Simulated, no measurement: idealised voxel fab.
Process module name: voxel local oxidation
For reference, the cross-section in this document is cut, with width 175 nm and square cells of 5 nm.
Cross-section layout: square cells on a grid; listed as bands, top to bottom; a band spans one or more cell rows. Top height, bottom height, nm. Materials left to right, width each, nm. Single material + "everywhere" = fills band edge to edge. "blank" = empty. Height 0 is the level under which the wafer as received is all one material. The lowest band goes on downwards, as in "0..down". The width entry "30 to 40" should be interpreted row by row: the top row of cells in the band takes the first number, the bottom row takes the second number, and the change between adjacent rows is uniform throughout. "no alterations made" means the step left every cell of the cross-section as it was. Empty spaces counting at least 8 cells and having no open way to the top are listed in "Enclosed internal voids". The notation width x height at distance is used for each, the distance being from the left edge and all three values in nm. Heads up: the bit after the settings on a step's line is the simulator's remark on that step. When a step includes a mask, the "overlay nm" setting on its line states how far to the right of its planned place that mask lay, and negative values state how far to the left.

The process steps that were planned are listed below
1) RECEIVE, material Si
2) CONFORMAL_DEP, material SiO2, thk nm 5
3) CONFORMAL_DEP, material SiN, thk nm 15
4) MASKED_ETCH, tone cover, mask id ACTIVE, width nm 90, etch materials SiN, depth nm 15, overlay nm 0
5) SELECTIVE_ETCH, etch materials SiO2, depth nm 5
6) OXIDIZE, depth nm 15
7) STRIP, etch materials SiN

Wafer as received: cross-section following step 1
- 0..down = Si everywhere
- Enclosed internal voids: none

First wafer at the end, as planned
- 5..0 = blank 45 nm | SiO2 80 nm | blank 50 nm
- 0..-15 = SiO2 60 nm | Si 50 nm | SiO2 65 nm
- -15..down = Si everywhere
- Enclosed internal voids: none

Cross-section of the latter of the two wafers at module completion. It had an identical start and an identical plan to the former; in running it, one mistake was made
- 5..0 = blank 55 nm | SiO2 80 nm | blank 40 nm
- 0..-15 = SiO2 70 nm | Si 50 nm | SiO2 55 nm
- -15..down = Si everywhere
- Enclosed internal voids: none
Which mistake was made when the wafer was run? step 4 was run on a setting that differed from the plan, and what really ran there is MASKED_ETCH, tone cover, mask id ACTIVE, width nm 90, etch materials SiN, depth nm 15, overlay nm 10
Cell counts per material: same on both final wafers. Positions: different.
